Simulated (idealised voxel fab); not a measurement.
process module | voxel spacer lines
cross-section cut | 250 nm wide | cells 5 nm
A cross-section is a grid of square cells, given in bands from the top down. A band is one or more rows of cells.
Each band's line starts with the height of the band's top and of its bottom, in nm. Then come its materials from left to right, each with its width in nm. One material with "throughout" fills the band from edge to edge. "air" is empty space.
Height 0 is the level under which the wafer as received is all one material. The lowest band goes on downwards, as in "0 down".
A width such as "30 to 40" changes by the same amount from each row of cells to the next, from the band's top row to its bottom row.
"no change" after a step means that no cell of the cross-section changed.
closed voids: empty space of 8 cells or more with no open way to the top, each as width x height at its distance from the left edge, in nm
after a step's settings: what the simulator itself notes on the step
overlay nm, on a step with a mask: how far to the right of its planned place the mask lay; to the left if negative
plan
1 op RECEIVE | material Si
2 op CONFORMAL_DEP | material Al2O3 | thk nm 5
3 op DIRECTIONAL_DEP | material SiN | thk nm 15
4 op DIRECTIONAL_DEP | material aC | thk nm 30
5 op PATTERN | tone cover | mask id MANDREL | material resist | width nm 25 | pitch nm 70 | thk nm 35 | overlay nm 0
6 op DIRECTIONAL_ETCH | etch materials aC | depth nm 30
7 op STRIP | etch materials resist
8 op CONFORMAL_DEP | material SiO2 | thk nm 10
9 op DIRECTIONAL_ETCH | etch materials SiO2 | depth nm 10
10 op STRIP | etch materials aC
11 op DIRECTIONAL_ETCH | etch materials SiN | depth nm 15
12 op STRIP | etch materials SiO2
as received, after step 1
  0 down: Si throughout
  closed voids: none
a wafer at the end: this start, this plan, one mistake
  20 to 5: air 30 | SiN 45 | air 25 | SiN 45 | air 25 | SiN 45 | air 35
  5 to 0: Al2O3 throughout
  0 down: Si throughout
  closed voids: none
what went wrong: steps 10 and 11 were swapped
